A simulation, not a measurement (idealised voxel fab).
Title: Process Module voxel self aligned vias
It is cross-section cut that appears here, measuring 290 nm in width, its square cells being 5 nm in size.
This document writes a cross-section as a grid whose cells are square, and gives it as bands, listed from the top down; one or more rows of cells form a band.
Within each band entry, the heights of the top and of the bottom of the band appear first, in that order and in nm; the materials of the band then follow from left to right, each with its corresponding width in nm. The designation "edge to edge" on a single material indicates that it fills the band from edge to edge; the designation "blank" indicates empty space.
Height is counted from the level 0, under which the received wafer is composed throughout of one material. The lowest of the bands is not closed at the bottom but continues downward, in the notation "0 down".
Quick explanation for "30..40": the width changes in equal steps down the rows of cells, from the first number in the band's top row to the second number in its bottom row.
No cell of the cross-section changed in a step that is given as "no alteration".
Voids not open to the top, 8 cells minimum: see "Closed void list". Written width x height at distance; distance is from the left edge; nm.
Note: text after step settings on the step line = simulator remark on that step.
Among the settings permitted on a step's line is "overlay nm"; applied to a step with a mask, it specifies the extent to which the mask lay to the right of its planned position, whereas a negative figure signifies a position to the left.
LISTED BELOW ARE THE PROCESS STEPS AS PLANNED
step 1: RECEIVE with material Si
step 2: CONFORMAL_DEP with material SiO2, thk nm 10
step 3: CONFORMAL_DEP with material SiCN, thk nm 5
step 4: DIRECTIONAL_DEP with material SiO2, thk nm 20
step 5: MASKED_ETCH with tone open, mask id LINES, width nm 25, pitch nm 50, etch materials SiO2, depth nm 20, overlay nm 0
step 6: CONFORMAL_DEP with material TiN, thk nm 5
step 7: FILL_DEP with material Ru, thk nm 5
step 8: CMP with height nm 35
step 9: SELECTIVE_ETCH with etch materials W Ru TiN, depth nm 5
step 10: FILL_DEP with material SiN, thk nm 10
step 11: CMP with height nm 35
step 12: DIRECTIONAL_DEP with material SiO2, thk nm 15
step 13: DIRECTIONAL_DEP with material aC, thk nm 10
step 14: PATTERN with tone open, mask id VIAS, material resist, width nm 35, pitch nm 50, thk nm 30, overlay nm 0
step 15: DIRECTIONAL_ETCH with etch materials aC, depth nm 10
step 16: STRIP with etch materials resist
step 17: DIRECTIONAL_ETCH with etch materials SiO2, depth nm 15
step 18: DIRECTIONAL_ETCH with etch materials SiN, depth nm 5
step 19: STRIP with etch materials aC
step 20: CONFORMAL_DEP with material TiN, thk nm 5
step 21: FILL_DEP with material Cu, thk nm 5
step 22: CMP with height nm 50
step 23: CONFORMAL_DEP with material SiN, thk nm 5
WAFER AT RECEIPT (POST STEP 1), CROSS-SECTION
> 0 down: Si edge to edge
> Closed void list: none
FIRST OF TWO WAFERS: CROSS-SECTION AT END OF MODULE, RUN PER PLAN
> 55 to 50: SiN edge to edge
> 50 to 40: 100 of SiO2  5 of TiN  25 of Cu  5 of TiN  15 of SiO2  5 of TiN  25 of Cu  5 of TiN  105 of SiO2
> 40 to 35: 100 of SiO2  10 of TiN  15 of Cu  10 of TiN  15 of SiO2  10 of TiN  15 of Cu  10 of TiN  105 of SiO2
> 35 to 30: 105 of SiO2  25 of TiN  25 of SiO2  25 of TiN  110 of SiO2
> 30 to 20: 105 of SiO2  5 of TiN  15 of Ru  5 of TiN  25 of SiO2  5 of TiN  15 of Ru  5 of TiN  110 of SiO2
> 20 to 15: 105 of SiO2  25 of TiN  25 of SiO2  25 of TiN  110 of SiO2
> 15 to 10: SiCN edge to edge
> 10 to 0: SiO2 edge to edge
> 0 down: Si edge to edge
> Closed void list: none
THIS CROSS-SECTION BELONGS TO THE SECOND WAFER OF TWO AT THE END OF THE MODULE; THE START AND THE PLAN WERE SHARED WITH THE FIRST, AND THE RUN INCLUDED ONE MISTAKE
> 55 to 50: SiN edge to edge
> 50 to 40: 100 of SiO2  5 of TiN  25 of Cu  5 of TiN  15 of SiO2  5 of TiN  25 of Cu  5 of TiN  105 of SiO2
> 40 to 35: 100 of SiO2  35 of TiN  15 of SiO2  35 of TiN  105 of SiO2
> 35 to 30: 100 of SiN  5 of TiN  25 of SiO2  5 of TiN  15 of SiN  5 of TiN  25 of SiO2  5 of TiN  105 of SiN
> 30 to 20: 100 of Ru  5 of TiN  25 of SiO2  5 of TiN  15 of Ru  5 of TiN  25 of SiO2  5 of TiN  105 of Ru
> 20 to 15: 105 of TiN  25 of SiO2  25 of TiN  25 of SiO2  110 of TiN
> 15 to 10: SiCN edge to edge
> 10 to 0: SiO2 edge to edge
> 0 down: Si edge to edge
> Closed void list: none
What broke from the plan during processing? off-plan run, step 5, actual operation and settings MASKED_ETCH with tone cover, mask id LINES, width nm 25, pitch nm 50, etch materials SiO2, depth nm 20, overlay nm 0
Cell-count delta at end, second wafer over first, by material: Cu -6; Ru +76; SiN +44; SiO2 -152; TiN +38
